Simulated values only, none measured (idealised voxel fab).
process module | voxel self aligned contacts
cross-section cut | 175 nm wide | cells 5 nm
A cross-section is a grid of square cells, given in bands from the top down. A band is one or more rows of cells.
Each band's line starts with the height of the band's top and of its bottom, in nm. Then come its materials from left to right, each with its width in nm. One material with "throughout" fills the band from edge to edge. "air" is empty space.
Height 0 is the level under which the wafer as received is all one material. The lowest band goes on downwards, as in "0 down".
A width such as "30 to 40" changes by the same amount from each row of cells to the next, from the band's top row to its bottom row.
"no change" after a step means that no cell of the cross-section changed.
closed voids: empty space of 8 cells or more with no open way to the top, each as width x height at its distance from the left edge, in nm
after a step's settings: what the simulator itself notes on the step
overlay nm, on a step with a mask: how far to the right of its planned place the mask lay; to the left if negative
plan
1 op RECEIVE | material Si
2 op CONFORMAL_DEP | material SiO2 | thk nm 5
3 op DIRECTIONAL_DEP | material polySi | thk nm 25
4 op DIRECTIONAL_DEP | material SiN | thk nm 15
5 op DIRECTIONAL_DEP | material aC | thk nm 10
6 op PATTERN | tone cover | mask id GATE | material resist | width nm 25 | pitch nm 60 | thk nm 25 | overlay nm 0
7 op DIRECTIONAL_ETCH | etch materials aC | depth nm 10
8 op STRIP | etch materials resist
9 op DIRECTIONAL_ETCH | etch materials SiN | depth nm 15
10 op DIRECTIONAL_ETCH | etch materials polySi | depth nm 25
11 op STRIP | etch materials aC
12 op CONFORMAL_DEP | material SiN | thk nm 5
13 op DIRECTIONAL_ETCH | etch materials SiN | depth nm 5
14 op FILL_DEP | material SiO2 | thk nm 15
15 op CMP | height nm 50
16 op MASKED_ETCH | tone open | mask id CONTACT | width nm 45 | etch materials SiO2 | depth nm 50 | overlay nm 0
17 op CONFORMAL_DEP | material TiN | thk nm 5
18 op FILL_DEP | material W | thk nm 5
19 op CMP | height nm 50
20 op CONFORMAL_DEP | material SiCN | thk nm 5
first wafer, as planned
as received, after step 1
  0 down: Si throughout
  closed voids: none
after step 2
  5 to 0: SiO2 throughout
  below 0: unchanged
after step 3
  30 to 5: polySi throughout
  below 5: unchanged
after step 4
  45 to 30: SiN throughout
  below 30: unchanged
after step 5
  55 to 45: aC throughout
  below 45: unchanged
after step 6
  80 to 55: air 45 | resist 25 | air 35 | resist 25 | air 45
  below 55: unchanged
after step 7
  70 to 55: air 45 | resist 25 | air 35 | resist 25 | air 45
  55 to 45: air 45 | aC 25 | air 35 | aC 25 | air 45
  below 45: unchanged
after step 8
  55 to 45: air 45 | aC 25 | air 35 | aC 25 | air 45
  below 45: unchanged
after step 9
  55 to 45: air 45 | aC 25 | air 35 | aC 25 | air 45
  45 to 30: air 45 | SiN 25 | air 35 | SiN 25 | air 45
  below 30: unchanged
after step 10
  55 to 45: air 45 | aC 25 | air 35 | aC 25 | air 45
  45 to 30: air 45 | SiN 25 | air 35 | SiN 25 | air 45
  30 to 5: air 45 | polySi 25 | air 35 | polySi 25 | air 45
  below 5: unchanged
after step 11
  45 to 30: air 45 | SiN 25 | air 35 | SiN 25 | air 45
  below 30: unchanged
after step 12
  50 to 30: air 40 | SiN 35 | air 25 | SiN 35 | air 40
  30 to 10: air 40 | SiN 5 | polySi 25 | SiN 5 | air 25 | SiN 5 | polySi 25 | SiN 5 | air 40
  10 to 5: SiN 45 | polySi 25 | SiN 35 | polySi 25 | SiN 45
  below 5: unchanged
after step 13
  45 to 30: air 40 | SiN 35 | air 25 | SiN 35 | air 40
  30 to 5: air 40 | SiN 5 | polySi 25 | SiN 5 | air 25 | SiN 5 | polySi 25 | SiN 5 | air 40
  below 5: unchanged
after step 14
  60 to 45: SiO2 throughout
  45 to 30: SiO2 40 | SiN 35 | SiO2 25 | SiN 35 | SiO2 40
  30 to 5: SiO2 40 | SiN 5 | polySi 25 | SiN 5 | SiO2 25 | SiN 5 | polySi 25 | SiN 5 | SiO2 40
  below 5: unchanged
after step 15
  50 to 45: SiO2 throughout
  below 45: unchanged
after step 16
  50 to 45: SiO2 65 | air 45 | SiO2 65
  45 to 30: SiO2 40 | SiN 35 | air 25 | SiN 35 | SiO2 40
  30 to 5: SiO2 40 | SiN 5 | polySi 25 | SiN 5 | air 25 | SiN 5 | polySi 25 | SiN 5 | SiO2 40
  5 to 0: SiO2 75 | air 25 | SiO2 75
  below 0: unchanged
after step 17
  55 to 50: TiN 70 | air 35 | TiN 70
  50 to 45: SiO2 65 | TiN 15 | air 15 | TiN 15 | SiO2 65
  45 to 30: SiO2 40 | SiN 35 | TiN 5 | air 15 | TiN 5 | SiN 35 | SiO2 40
  30 to 5: SiO2 40 | SiN 5 | polySi 25 | SiN 5 | TiN 5 | air 15 | TiN 5 | SiN 5 | polySi 25 | SiN 5 | SiO2 40
  5 to 0: SiO2 75 | TiN 25 | SiO2 75
  below 0: unchanged
after step 18
  60 to 55: W throughout
  55 to 50: TiN 70 | W 35 | TiN 70
  50 to 45: SiO2 65 | TiN 15 | W 15 | TiN 15 | SiO2 65
  45 to 30: SiO2 40 | SiN 35 | TiN 5 | W 15 | TiN 5 | SiN 35 | SiO2 40
  30 to 5: SiO2 40 | SiN 5 | polySi 25 | SiN 5 | TiN 5 | W 15 | TiN 5 | SiN 5 | polySi 25 | SiN 5 | SiO2 40
  below 5: unchanged
after step 19
  50 to 45: SiO2 65 | TiN 15 | W 15 | TiN 15 | SiO2 65
  below 45: unchanged
after step 20
  55 to 50: SiCN throughout
  below 50: unchanged
second wafer: like start, like plan, one mistake. Through step 16 it matches the first wafer
when step 17 should have ended
  55 to 45: SiO2 70 to 80 | air 35 to 15 | SiO2 70 to 80
  45 to 30: SiO2 40 | SiN 35 | SiO2 5 | air 15 | SiO2 5 | SiN 35 | SiO2 40
  30 to 5: SiO2 40 | SiN 5 | polySi 25 | SiN 5 | SiO2 5 | air 15 | SiO2 5 | SiN 5 | polySi 25 | SiN 5 | SiO2 40
  5 to 0: SiO2 throughout
  below 0: unchanged
when step 18 should have ended
  60 to 55: W throughout
  55 to 45: SiO2 70 to 80 | W 35 to 15 | SiO2 70 to 80
  45 to 30: SiO2 40 | SiN 35 | SiO2 5 | W 15 | SiO2 5 | SiN 35 | SiO2 40
  30 to 5: SiO2 40 | SiN 5 | polySi 25 | SiN 5 | SiO2 5 | W 15 | SiO2 5 | SiN 5 | polySi 25 | SiN 5 | SiO2 40
  below 5: unchanged
when step 19 should have ended
  50 to 45: SiO2 80 | W 15 | SiO2 80
  below 45: unchanged
when step 20 should have ended
  55 to 50: SiCN throughout
  below 50: unchanged
what went wrong: step 17 ran as: op CONFORMAL_DEP | material SiO2 | thk nm 5
at the end the second wafer has, in cells: 27 more of SiO2 | 27 fewer of TiN
